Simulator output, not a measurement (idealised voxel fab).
process module | voxel air gaps
cross-section cut | 290 nm wide | cells 5 nm
A cross-section is a grid of square cells, given in bands from the top down. A band is one or more rows of cells.
Each band's line starts with the height of the band's top and of its bottom, in nm. Then come its materials from left to right, each with its width in nm. One material with "throughout" fills the band from edge to edge. "air" is empty space.
Height 0 is the level under which the wafer as received is all one material. The lowest band goes on downwards, as in "0 down".
A width such as "30 to 40" changes by the same amount from each row of cells to the next, from the band's top row to its bottom row.
"no change" after a step means that no cell of the cross-section changed.
closed voids: empty space of 8 cells or more with no open way to the top, each as width x height at its distance from the left edge, in nm
after a step's settings: what the simulator itself notes on the step
overlay nm, on a step with a mask: how far to the right of its planned place the mask lay; to the left if negative
plan
1 op RECEIVE | material Si
2 op CONFORMAL_DEP | material SiO2 | thk nm 15
3 op CONFORMAL_DEP | material SiN | thk nm 5
4 op DIRECTIONAL_DEP | material SiO2 | thk nm 30
5 op DIRECTIONAL_DEP | material aC | thk nm 10
6 op PATTERN | tone open | mask id LINES | material resist | width nm 15 | pitch nm 45 | thk nm 30 | overlay nm 0
7 op DIRECTIONAL_ETCH | etch materials aC | depth nm 10
8 op STRIP | etch materials resist
9 op DIRECTIONAL_ETCH | etch materials SiO2 | depth nm 30
10 op STRIP | etch materials aC
11 op CONFORMAL_DEP | material TiN | thk nm 5
12 op FILL_DEP | material Ru | thk nm 10
13 op CMP | height nm 50
14 op EPI | material Ru | thk nm 10
15 op SELECTIVE_ETCH | etch materials SiO2 | depth nm 40
16 op CONFORMAL_DEP | material SiN | thk nm 5
as received, after step 1
  0 down: Si throughout
  closed voids: none
a wafer at the end: this start, this plan, one mistake
  65 to 60: air 55 | SiN 180 | air 55
  60 to 50: air 55 | SiN 5 | Ru 35 | SiN 10 | Ru 35 | SiN 10 | Ru 35 | SiN 10 | Ru 35 | SiN 5 | air 55
  50 to 45: air 55 | SiN 15 | TiN 5 | Ru 5 | TiN 5 | SiN 30 | TiN 5 | Ru 5 | TiN 5 | SiN 30 | TiN 5 | Ru 5 | TiN 5 | SiN 30 | TiN 5 | Ru 5 | TiN 5 | SiN 15 | air 55
  45 to 35: air 65 | SiN 5 | TiN 5 | Ru 5 | TiN 5 | SiN 5 | air 20 | SiN 5 | TiN 5 | Ru 5 | TiN 5 | SiN 5 | air 20 | SiN 5 | TiN 5 | Ru 5 | TiN 5 | SiN 5 | air 20 | SiN 5 | TiN 5 | Ru 5 | TiN 5 | SiN 5 | air 65
  35 to 30: SiN 70 | TiN 15 | SiN 30 | TiN 15 | SiN 30 | TiN 15 | SiN 30 | TiN 15 | SiN 70
  30 to 15: SiN throughout
  15 to 0: SiO2 throughout
  0 down: Si throughout
  closed voids: 20 x 10 at 90; 20 x 10 at 135; 20 x 10 at 180
what went wrong: step 3 ran as: op CONFORMAL_DEP | material SiN | thk nm 15
